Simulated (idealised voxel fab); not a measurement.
process module | voxel self aligned contacts
Xsec cut, 205 nm wide, square cell size 5 nm.
Heads up, the way a cross-section reads in here is a grid of square cells, handed over as bands from the top down, with every band being one or more rows of cells. Within each band entry, the heights of the top and of the bottom of the band appear first, in that order and in nm; the materials of the band then follow from left to right, each with its corresponding width in nm. The designation "all across" on a single material indicates that it fills the band from edge to edge; the designation "blank" indicates empty space. Height is counted from the level 0, under which the received wafer is composed throughout of one material. The lowest of the bands is not closed at the bottom but continues downward, in the notation "top 0, no bottom". A two-number width, for instance "30 to 40", indicates that the width is equal to the first number in the top row of the band and to the second number in the bottom row, and that it changes by a constant amount per row of cells. "no change occurred" (step): cross-section cells unchanged, all of them. Any empty space of 8 cells or more lacking an open way to the top shows up in "Unvented voids" as width x height at distance, distance from the left edge, in nm. Post-settings text on a step line: simulator's own remark regarding the step. The setting "overlay nm" may be written on the line of a step. When the step uses a mask, the value reports how far to the right of the planned place the mask lay, and a negative value reports that it lay to the left.

# Process steps foreseen in the plan
1 RECEIVE: material Si
2 OXIDIZE: depth nm 5
3 DIRECTIONAL_DEP: material polySi, thk nm 30
4 DIRECTIONAL_DEP: material SiN, thk nm 20
5 PATTERN: tone cover, mask id GATE, material resist, width nm 35, pitch nm 65, thk nm 20, overlay nm 0
6 DIRECTIONAL_ETCH: etch materials SiN, depth nm 20
7 DIRECTIONAL_ETCH: etch materials polySi, depth nm 30
8 STRIP: etch materials resist
9 CONFORMAL_DEP: material SiN, thk nm 5
10 DIRECTIONAL_ETCH: etch materials SiN, depth nm 5
11 FILL_DEP: material SiO2, thk nm 15
12 CMP: height nm 55
13 MASKED_ETCH: tone open, mask id CONTACT, width nm 50, pitch nm 65, etch materials SiO2, depth nm 60, overlay nm 0
14 CONFORMAL_DEP: material TiN, thk nm 5
15 FILL_DEP: material W, thk nm 5
16 CMP: height nm 55
17 CONFORMAL_DEP: material SiCN, thk nm 5

# Cross-sectional view of the wafer in its as-received condition, corresponding to the state after step 1
top 0, no bottom: Si all across
Unvented voids: none

# Figure: cross-sectional view of the wafer upon completion of the module, processed from the initial state and according to the plan depicted above, with one error introduced during execution
top 60, bottom 55: SiCN all across
top 55, bottom 50: SiO2 45; SiCN 20; W 10; SiCN 20; SiO2 15; SiCN 20; W 10; SiCN 20; SiO2 45
top 50, bottom 30: SiO2 15; SiN 45; SiCN 5; W 10; SiCN 5; SiN 45; SiCN 5; W 10; SiCN 5; SiN 45; SiO2 15
top 30, bottom 0: SiO2 15; SiN 5; polySi 35; SiN 5; SiCN 5; W 10; SiCN 5; SiN 5; polySi 35; SiN 5; SiCN 5; W 10; SiCN 5; SiN 5; polySi 35; SiN 5; SiO2 15
top 0, bottom -5: SiO2 60; SiCN 20; SiO2 45; SiCN 20; SiO2 60
top -5, no bottom: Si all across
Unvented voids: none
What broke from the plan during processing? not per plan at step 14, really ran CONFORMAL_DEP: material SiCN, thk nm 5
